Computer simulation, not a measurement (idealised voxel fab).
Process module heading - voxel wiring stack
Section cut is 270 nm wide and gridded with 5 nm square cells.
We lay out every cross-section as a grid of square cells and spell it out in bands from the top down, where one band means one or more rows of cells.
Quick guide to a band line: top height, bottom height (nm) up front; then every material left to right with its width in nm. Only one material and it's marked "all across"? Then it fills the band edge to edge. And "air" just means empty space.
Note: height 0 marks the level under which the wafer is uniformly one material as received. Lowest band unbounded below, written "from 0 down".
A width given as "30->40" starts at the first number in the band's top row and ends at the second number in its bottom row, shifting by an equal amount at every step from row to row.
Given "no modifications" for a step, no cell of the cross-section differs between before and after that step.
"Enclosed cavities": sealed empty spaces, 8 cells or more, no open way to top, listed width x height at distance, with distance from the left edge and width, height and distance in nm.
That trailing text on a step's line, after the settings, is the simulator's own remark on the step.
A step line may carry the setting "overlay nm", which, for steps involving a mask, states the distance by which the mask lay to the right of its intended position; negative values denote displacement to the left.
[These are the steps we planned for the process]
| 1 | RECEIVE (material Si) |
| 2 | CONFORMAL_DEP (material SiO2; thk nm 10) |
| 3 | DIRECTIONAL_DEP (material TiN; thk nm 5) |
| 4 | DIRECTIONAL_DEP (material W; thk nm 15) |
| 5 | MASKED_ETCH (tone cover; mask id METAL_1; width nm 25; pitch nm 40; etch materials W; depth nm 15; overlay nm 0) |
| 6 | MASKED_ETCH (tone cover; mask id METAL_1; width nm 25; pitch nm 40; etch materials TiN; depth nm 5; overlay nm 0) |
| 7 | FILL_DEP (material lowk; thk nm 10) |
| 8 | CMP (height nm 30) |
| 9 | CONFORMAL_DEP (material SiCN; thk nm 5) |
| 10 | DIRECTIONAL_DEP (material SiO2; thk nm 10) |
| 11 | DIRECTIONAL_DEP (material aC; thk nm 15) |
| 12 | PATTERN (tone open; mask id PLUG_1; material resist; width nm 15; pitch nm 40; thk nm 30; overlay nm 0) |
| 13 | DIRECTIONAL_ETCH (etch materials aC; depth nm 15) |
| 14 | STRIP (etch materials resist) |
| 15 | DIRECTIONAL_ETCH (etch materials SiO2; depth nm 10) |
| 16 | DIRECTIONAL_ETCH (etch materials SiCN; depth nm 5) |
| 17 | STRIP (etch materials aC) |
| 18 | CONFORMAL_DEP (material TiN; thk nm 5) |
| 19 | FILL_DEP (material W; thk nm 5) |
| 20 | CMP (height nm 45) |
| 21 | CONFORMAL_DEP (material SiCN; thk nm 5) |
| 22 | DIRECTIONAL_DEP (material SiO2; thk nm 15) |
| 23 | MASKED_ETCH (tone open; mask id METAL_2; width nm 25; pitch nm 40; etch materials SiO2; depth nm 15; overlay nm 0) |
| 24 | MASKED_ETCH (tone open; mask id METAL_2; width nm 25; pitch nm 40; etch materials SiCN; depth nm 5; overlay nm 0) |
| 25 | CONFORMAL_DEP (material TiN; thk nm 5) |
| 26 | FILL_DEP (material Cu; thk nm 5) |
| 27 | CMP (height nm 65) |
| 28 | CONFORMAL_DEP (material SiCN; thk nm 5) |
| 29 | DIRECTIONAL_DEP (material lowk; thk nm 35) |
| 30 | DIRECTIONAL_DEP (material aC; thk nm 15) |
| 31 | PATTERN (tone open; mask id METAL_3_HOLES; material resist; width nm 15; pitch nm 40; thk nm 30; overlay nm 0) |
| 32 | DIRECTIONAL_ETCH (etch materials aC; depth nm 15) |
| 33 | STRIP (etch materials resist) |
| 34 | DIRECTIONAL_ETCH (etch materials lowk; depth nm 35) |
| 35 | STRIP (etch materials aC) |
| 36 | DIRECTIONAL_DEP (material aC; thk nm 15) |
| 37 | PATTERN (tone open; mask id METAL_3; material resist; width nm 25; pitch nm 40; thk nm 35; overlay nm 0) |
| 38 | DIRECTIONAL_ETCH (etch materials aC; depth nm 15) |
| 39 | STRIP (etch materials resist) |
| 40 | DIRECTIONAL_ETCH (etch materials lowk; depth nm 20) |
| 41 | DIRECTIONAL_ETCH (etch materials SiCN; depth nm 5) |
| 42 | STRIP (etch materials aC) |
| 43 | CONFORMAL_DEP (material TiN; thk nm 5) |
| 44 | FILL_DEP (material Ru; thk nm 5) |
| 45 | CMP (height nm 105) |
| 46 | CONFORMAL_DEP (material SiCN; thk nm 5) |
| 47 | DIRECTIONAL_DEP (material SiO2; thk nm 25) |
| 48 | PATTERN (tone open; mask id METAL_4; material resist; width nm 25; pitch nm 40; thk nm 15; overlay nm 0) |
| 49 | DIRECTIONAL_ETCH (etch materials SiO2; depth nm 15) |
| 50 | STRIP (etch materials resist) |
| 51 | DIRECTIONAL_DEP (material aC; thk nm 15) |
| 52 | PATTERN (tone open; mask id METAL_4_HOLES; material resist; width nm 15; pitch nm 80; thk nm 35; overlay nm 0) |
| 53 | DIRECTIONAL_ETCH (etch materials aC; depth nm 15) |
| 54 | STRIP (etch materials resist) |
| 55 | DIRECTIONAL_ETCH (etch materials SiO2; depth nm 10) |
| 56 | DIRECTIONAL_ETCH (etch materials SiCN; depth nm 5) |
| 57 | STRIP (etch materials aC) |
| 58 | CONFORMAL_DEP (material TiN; thk nm 5) |
| 59 | FILL_DEP (material Ru; thk nm 5) |
| 60 | CMP (height nm 135) |
| 61 | CONFORMAL_DEP (material SiN; thk nm 5) |
[Incoming wafer in cross-section (state: after step 1)]
from 0 down | Si all across
Enclosed cavities: none
[End-of-module cross-section. Starting structure and process plan as above; one mistake made in running it]
from 140 to 135 | SiN all across
from 135 to 125 | 80 SiO2 | 5 TiN | 15 Ru | 5 TiN | 15 SiO2 | 5 TiN | 15 Ru | 5 TiN | 15 SiO2 | 5 TiN | 15 Ru | 5 TiN | 85 SiO2
from 125 to 120 | 80 SiO2 | 5 TiN | 5 Ru | 15 TiN | 15 SiO2 | 25 TiN | 15 SiO2 | 5 TiN | 5 Ru | 15 TiN | 85 SiO2
from 120 to 110 | 80 SiO2 | 5 TiN | 5 Ru | 5 TiN | 65 SiO2 | 5 TiN | 5 Ru | 5 TiN | 95 SiO2
from 110 to 105 | 80 SiCN | 15 TiN | 65 SiCN | 15 TiN | 95 SiCN
from 105 to 90 | 80 lowk | 5 TiN | 15 Ru | 5 TiN | 15 lowk | 5 TiN | 15 Ru | 5 TiN | 15 lowk | 5 TiN | 15 Ru | 5 TiN | 85 lowk
from 90 to 85 | 80 lowk | 5 TiN | 5 Ru | 15 TiN | 15 lowk | 5 TiN | 5 Ru | 15 TiN | 15 lowk | 5 TiN | 5 Ru | 15 TiN | 85 lowk
from 85 to 70 | 80 lowk | 5 TiN | 5 Ru | 5 TiN | 25 lowk | 5 TiN | 5 Ru | 5 TiN | 25 lowk | 5 TiN | 5 Ru | 5 TiN | 95 lowk
from 70 to 65 | 80 SiCN | 15 TiN | 25 SiCN | 15 TiN | 25 SiCN | 15 TiN | 95 SiCN
from 65 to 50 | 80 SiO2 | 5 TiN | 15 Cu | 5 TiN | 15 SiO2 | 5 TiN | 15 Cu | 5 TiN | 15 SiO2 | 5 TiN | 15 Cu | 5 TiN | 85 SiO2
from 50 to 45 | 80 SiCN | 25 TiN | 15 SiCN | 25 TiN | 15 SiCN | 25 TiN | 85 SiCN
from 45 to 35 | 80 SiO2 | 5 TiN | 5 W | 5 TiN | 25 SiO2 | 5 TiN | 5 W | 5 TiN | 25 SiO2 | 5 TiN | 5 W | 5 TiN | 95 SiO2
from 35 to 30 | 80 SiCN | 15 TiN | 25 SiCN | 15 TiN | 25 SiCN | 15 TiN | 95 SiCN
from 30 to 25 | 80 lowk | 25 TiN | 15 lowk | 25 TiN | 15 lowk | 25 TiN | 85 lowk
from 25 to 10 | W all across
from 10 to 0 | SiO2 all across
from 0 down | Si all across
Enclosed cavities: none
Short version of what went wrong: steps 3 and 4 swapped
